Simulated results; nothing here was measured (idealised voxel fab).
process module | voxel capacitor over wiring
cross-section cut | 235 nm wide | cells 5 nm
A cross-section is a grid of square cells, given in bands from the top down. A band is one or more rows of cells.
Each band's line starts with the height of the band's top and of its bottom, in nm. Then come its materials from left to right, each with its width in nm. One material with "throughout" fills the band from edge to edge. "air" is empty space.
Height 0 is the level under which the wafer as received is all one material. The lowest band goes on downwards, as in "0 down".
A width such as "30 to 40" changes by the same amount from each row of cells to the next, from the band's top row to its bottom row.
"no change" after a step means that no cell of the cross-section changed.
closed voids: empty space of 8 cells or more with no open way to the top, each as width x height at its distance from the left edge, in nm
after a step's settings: what the simulator itself notes on the step
overlay nm, on a step with a mask: how far to the right of its planned place the mask lay; to the left if negative
plan
1 op RECEIVE | material Si
2 op CONFORMAL_DEP | material SiO2 | thk nm 10
3 op CONFORMAL_DEP | material SiCN | thk nm 5
4 op DIRECTIONAL_DEP | material lowk | thk nm 20
5 op DIRECTIONAL_DEP | material aC | thk nm 15
6 op PATTERN | tone open | mask id METAL_1 | material resist | width nm 30 | pitch nm 85 | thk nm 30 | overlay nm 0
7 op DIRECTIONAL_ETCH | etch materials aC | depth nm 15
8 op STRIP | etch materials resist
9 op DIRECTIONAL_ETCH | etch materials lowk | depth nm 20
10 op DIRECTIONAL_ETCH | etch materials SiCN | depth nm 5
11 op STRIP | etch materials aC
12 op CONFORMAL_DEP | material TiN | thk nm 5
13 op FILL_DEP | material Ru | thk nm 10
14 op CMP | height nm 35
15 op CONFORMAL_DEP | material SiCN | thk nm 5
16 op DIRECTIONAL_DEP | material lowk | thk nm 10
17 op MASKED_ETCH | tone open | mask id PLUG_1 | width nm 15 | etch materials lowk | depth nm 10 | overlay nm 0
18 op MASKED_ETCH | tone open | mask id PLUG_1 | width nm 15 | etch materials SiCN | depth nm 5 | overlay nm 0
19 op EPI | material Ru | thk nm 10
20 op EPI | material Ru | thk nm 5
21 op DIRECTIONAL_DEP | material TiN | thk nm 10
22 op DIRECTIONAL_DEP | material HfO2 | thk nm 5
23 op DIRECTIONAL_DEP | material TiN | thk nm 5
24 op PATTERN | tone cover | mask id UPPER_PLATE | material resist | width nm 60 | thk nm 15 | overlay nm 0
25 op DIRECTIONAL_ETCH | etch materials TiN | depth nm 5
26 op DIRECTIONAL_ETCH | etch materials HfO2 | depth nm 5
27 op STRIP | etch materials resist
28 op PATTERN | tone cover | mask id LOWER_PLATE | material resist | width nm 70 | thk nm 20 | overlay nm 0
29 op DIRECTIONAL_ETCH | etch materials TiN | depth nm 10
30 op STRIP | etch materials resist
31 op FILL_DEP | material SiO2 | thk nm 20
32 op CMP | height nm 85
33 op DIRECTIONAL_DEP | material aC | thk nm 10
34 op PATTERN | tone open | mask id PLUG_2 | material resist | width nm 15 | thk nm 30 | overlay nm 0
35 op DIRECTIONAL_ETCH | etch materials aC | depth nm 10
36 op STRIP | etch materials resist
37 op DIRECTIONAL_ETCH | etch materials SiO2 | depth nm 15
38 op STRIP | etch materials aC
39 op CONFORMAL_DEP | material TiN | thk nm 5
40 op FILL_DEP | material Cu | thk nm 5
41 op CMP | height nm 85
42 op CONFORMAL_DEP | material SiN | thk nm 5
first wafer, as planned
as received, after step 1
  0 down: Si throughout
  closed voids: none
after step 2
  10 to 0: SiO2 throughout
  below 0: unchanged
after step 3
  15 to 10: SiCN throughout
  below 10: unchanged
after step 4
  35 to 15: lowk throughout
  below 15: unchanged
after step 5
  50 to 35: aC throughout
  below 35: unchanged
after step 6
  80 to 50: resist 60 | air 30 | resist 55 | air 30 | resist 60
  below 50: unchanged
after step 7
  65 to 50: resist 60 | air 30 | resist 55 | air 30 | resist 60
  50 to 35: aC 60 | air 30 | aC 55 | air 30 | aC 60
  below 35: unchanged
after step 8
  50 to 35: aC 60 | air 30 | aC 55 | air 30 | aC 60
  below 35: unchanged
after step 9
  50 to 35: aC 60 | air 30 | aC 55 | air 30 | aC 60
  35 to 15: lowk 60 | air 30 | lowk 55 | air 30 | lowk 60
  below 15: unchanged
after step 10
  50 to 35: aC 60 | air 30 | aC 55 | air 30 | aC 60
  35 to 15: lowk 60 | air 30 | lowk 55 | air 30 | lowk 60
  15 to 10: SiCN 60 | air 30 | SiCN 55 | air 30 | SiCN 60
  below 10: unchanged
after step 11
  35 to 15: lowk 60 | air 30 | lowk 55 | air 30 | lowk 60
  below 15: unchanged
after step 12
  40 to 35: TiN 65 | air 20 | TiN 65 | air 20 | TiN 65
  35 to 15: lowk 60 | TiN 5 | air 20 | TiN 5 | lowk 55 | TiN 5 | air 20 | TiN 5 | lowk 60
  15 to 10: SiCN 60 | TiN 30 | SiCN 55 | TiN 30 | SiCN 60
  below 10: unchanged
after step 13
  50 to 40: Ru throughout
  40 to 35: TiN 65 | Ru 20 | TiN 65 | Ru 20 | TiN 65
  35 to 15: lowk 60 | TiN 5 | Ru 20 | TiN 5 | lowk 55 | TiN 5 | Ru 20 | TiN 5 | lowk 60
  below 15: unchanged
after step 14
  35 to 15: lowk 60 | TiN 5 | Ru 20 | TiN 5 | lowk 55 | TiN 5 | Ru 20 | TiN 5 | lowk 60
  below 15: unchanged
after step 15
  40 to 35: SiCN throughout
  below 35: unchanged
after step 16
  50 to 40: lowk throughout
  below 40: unchanged
after step 17
  50 to 40: lowk 75 | air 15 | lowk 145
  below 40: unchanged
after step 18
  50 to 40: lowk 75 | air 15 | lowk 145
  40 to 35: SiCN 75 | air 15 | SiCN 145
  below 35: unchanged
after step 19
  50 to 45: lowk 75 | air 15 | lowk 145
  45 to 40: lowk 75 | Ru 15 | lowk 145
  40 to 35: SiCN 75 | Ru 15 | SiCN 145
  below 35: unchanged
after step 20
  50 to 40: lowk 75 | Ru 15 | lowk 145
  below 40: unchanged
after step 21
  60 to 50: TiN throughout
  below 50: unchanged
after step 22
  65 to 60: HfO2 throughout
  below 60: unchanged
after step 23
  70 to 65: TiN throughout
  below 65: unchanged
after step 24
  85 to 70: air 75 | resist 60 | air 100
  below 70: unchanged
after step 25
  85 to 70: air 75 | resist 60 | air 100
  70 to 65: air 75 | TiN 60 | air 100
  below 65: unchanged
after step 26
  85 to 70: air 75 | resist 60 | air 100
  70 to 65: air 75 | TiN 60 | air 100
  65 to 60: air 75 | HfO2 60 | air 100
  below 60: unchanged
after step 27
  70 to 65: air 75 | TiN 60 | air 100
  below 65: unchanged
after step 28
  90 to 70: air 70 | resist 70 | air 95
  70 to 65: air 70 | resist 5 | TiN 60 | resist 5 | air 95
  65 to 60: air 70 | resist 5 | HfO2 60 | resist 5 | air 95
  below 60: unchanged
after step 29
  90 to 70: air 70 | resist 70 | air 95
  70 to 65: air 70 | resist 5 | TiN 60 | resist 5 | air 95
  65 to 60: air 70 | resist 5 | HfO2 60 | resist 5 | air 95
  60 to 50: air 70 | TiN 70 | air 95
  below 50: unchanged
after step 30
  70 to 65: air 75 | TiN 60 | air 100
  65 to 60: air 75 | HfO2 60 | air 100
  below 60: unchanged
after step 31
  90 to 70: SiO2 throughout
  70 to 65: SiO2 75 | TiN 60 | SiO2 100
  65 to 60: SiO2 75 | HfO2 60 | SiO2 100
  60 to 50: SiO2 70 | TiN 70 | SiO2 95
  below 50: unchanged
after step 32
  85 to 70: SiO2 throughout
  below 70: unchanged
after step 33
  95 to 85: aC throughout
  below 85: unchanged
after step 34
  125 to 95: resist 85 | air 15 | resist 135
  below 95: unchanged
after step 35
  115 to 95: resist 85 | air 15 | resist 135
  95 to 85: aC 85 | air 15 | aC 135
  below 85: unchanged
after step 36
  95 to 85: aC 85 | air 15 | aC 135
  below 85: unchanged
after step 37
  95 to 85: aC 85 | air 15 | aC 135
  85 to 70: SiO2 85 | air 15 | SiO2 135
  below 70: unchanged
after step 38
  85 to 70: SiO2 85 | air 15 | SiO2 135
  below 70: unchanged
after step 39
  90 to 85: TiN 90 | air 5 | TiN 140
  85 to 75: SiO2 85 | TiN 5 | air 5 | TiN 5 | SiO2 135
  75 to 65: SiO2 85 to 75 | TiN 15 to 60 | SiO2 135 to 100
  below 65: unchanged
after step 40
  95 to 90: Cu throughout
  90 to 85: TiN 90 | Cu 5 | TiN 140
  85 to 75: SiO2 85 | TiN 5 | Cu 5 | TiN 5 | SiO2 135
  below 75: unchanged
after step 41
  85 to 75: SiO2 85 | TiN 5 | Cu 5 | TiN 5 | SiO2 135
  below 75: unchanged
after step 42
  90 to 85: SiN throughout
  below 85: unchanged
second wafer: like start, like plan, one mistake. Through step 16 it matches the first wafer
when step 17 should have ended
  50 to 40: air 75 | lowk 15 | air 145
  below 40: unchanged
when step 18 should have ended: no change
when step 19 should have ended: no change
when step 20 should have ended: no change
when step 21 should have ended
  60 to 50: air 75 | TiN 15 | air 145
  50 to 40: TiN 75 | lowk 15 | TiN 145
  below 40: unchanged
when step 22 should have ended
  65 to 60: air 75 | HfO2 15 | air 145
  60 to 55: air 75 | TiN 15 | air 145
  55 to 50: HfO2 75 | TiN 15 | HfO2 145
  below 50: unchanged
when step 23 should have ended
  70 to 65: air 75 | TiN 15 | air 145
  65 to 60: air 75 | HfO2 15 | air 145
  60 to 55: TiN throughout
  below 55: unchanged
when step 24 should have ended
  85 to 70: air 75 | resist 60 | air 100
  70 to 65: air 75 | TiN 15 | resist 45 | air 100
  65 to 60: air 75 | HfO2 15 | resist 45 | air 100
  below 60: unchanged
when step 25 should have ended
  85 to 70: air 75 | resist 60 | air 100
  70 to 65: air 75 | TiN 15 | resist 45 | air 100
  65 to 60: air 75 | HfO2 15 | resist 45 | air 100
  60 to 55: air 75 | TiN 60 | air 100
  below 55: unchanged
when step 26 should have ended
  85 to 70: air 75 | resist 60 | air 100
  70 to 65: air 75 | TiN 15 | resist 45 | air 100
  65 to 60: air 75 | HfO2 15 | resist 45 | air 100
  60 to 55: air 75 | TiN 60 | air 100
  55 to 50: air 75 | TiN 15 | HfO2 45 | air 100
  below 50: unchanged
when step 27 should have ended
  70 to 65: air 75 | TiN 15 | air 145
  65 to 60: air 75 | HfO2 15 | air 145
  below 60: unchanged
when step 28 should have ended
  90 to 70: air 70 | resist 70 | air 95
  70 to 65: air 70 | resist 5 | TiN 15 | resist 50 | air 95
  65 to 60: air 70 | resist 5 | HfO2 15 | resist 50 | air 95
  60 to 55: air 70 | resist 5 | TiN 60 | resist 5 | air 95
  55 to 50: air 70 | resist 5 | TiN 15 | HfO2 45 | resist 5 | air 95
  below 50: unchanged
when step 29 should have ended
  90 to 70: air 70 | resist 70 | air 95
  70 to 65: air 70 | resist 5 | TiN 15 | resist 50 | air 95
  65 to 60: air 70 | resist 5 | HfO2 15 | resist 50 | air 95
  60 to 55: air 70 | resist 5 | TiN 60 | resist 5 | air 95
  55 to 50: air 70 | resist 5 | TiN 15 | HfO2 45 | resist 5 | air 95
  50 to 40: air 70 | TiN 5 | lowk 15 | TiN 50 | air 95
  below 40: unchanged
when step 30 should have ended
  70 to 65: air 75 | TiN 15 | air 145
  65 to 60: air 75 | HfO2 15 | air 145
  60 to 55: air 75 | TiN 60 | air 100
  55 to 50: air 75 | TiN 15 | HfO2 45 | air 100
  below 50: unchanged
when step 31 should have ended
  90 to 70: SiO2 throughout
  70 to 65: SiO2 75 | TiN 15 | SiO2 145
  65 to 60: SiO2 75 | HfO2 15 | SiO2 145
  60 to 55: SiO2 75 | TiN 60 | SiO2 100
  55 to 50: SiO2 75 | TiN 15 | HfO2 45 | SiO2 100
  50 to 40: SiO2 70 | TiN 5 | lowk 15 | TiN 50 | SiO2 95
  below 40: unchanged
when step 32 should have ended
  85 to 70: SiO2 throughout
  below 70: unchanged
when step 33 should have ended
  95 to 85: aC throughout
  below 85: unchanged
when step 34 should have ended
  125 to 95: resist 85 | air 15 | resist 135
  below 95: unchanged
when step 35 should have ended
  115 to 95: resist 85 | air 15 | resist 135
  95 to 85: aC 85 | air 15 | aC 135
  below 85: unchanged
when step 36 should have ended
  95 to 85: aC 85 | air 15 | aC 135
  below 85: unchanged
when step 37 should have ended
  95 to 85: aC 85 | air 15 | aC 135
  85 to 70: SiO2 85 | air 15 | SiO2 135
  below 70: unchanged
when step 38 should have ended
  85 to 70: SiO2 85 | air 15 | SiO2 135
  below 70: unchanged
when step 39 should have ended
  90 to 85: TiN 90 | air 5 | TiN 140
  85 to 75: SiO2 85 | TiN 5 | air 5 | TiN 5 | SiO2 135
  75 to 65: SiO2 85 to 75 | TiN 15 | SiO2 135 to 145
  below 65: unchanged
when step 40 should have ended
  95 to 90: Cu throughout
  90 to 85: TiN 90 | Cu 5 | TiN 140
  85 to 75: SiO2 85 | TiN 5 | Cu 5 | TiN 5 | SiO2 135
  below 75: unchanged
when step 41 should have ended
  85 to 75: SiO2 85 | TiN 5 | Cu 5 | TiN 5 | SiO2 135
  below 75: unchanged
when step 42 should have ended
  90 to 85: SiN throughout
  below 85: unchanged
what went wrong: step 17 ran as: op MASKED_ETCH | tone cover | mask id PLUG_1 | width nm 15 | etch materials lowk | depth nm 10 | overlay nm 0
at the end the second wafer has, in cells: 9 fewer of Ru | 3 more of SiCN | 88 more of SiO2 | 82 fewer of lowk
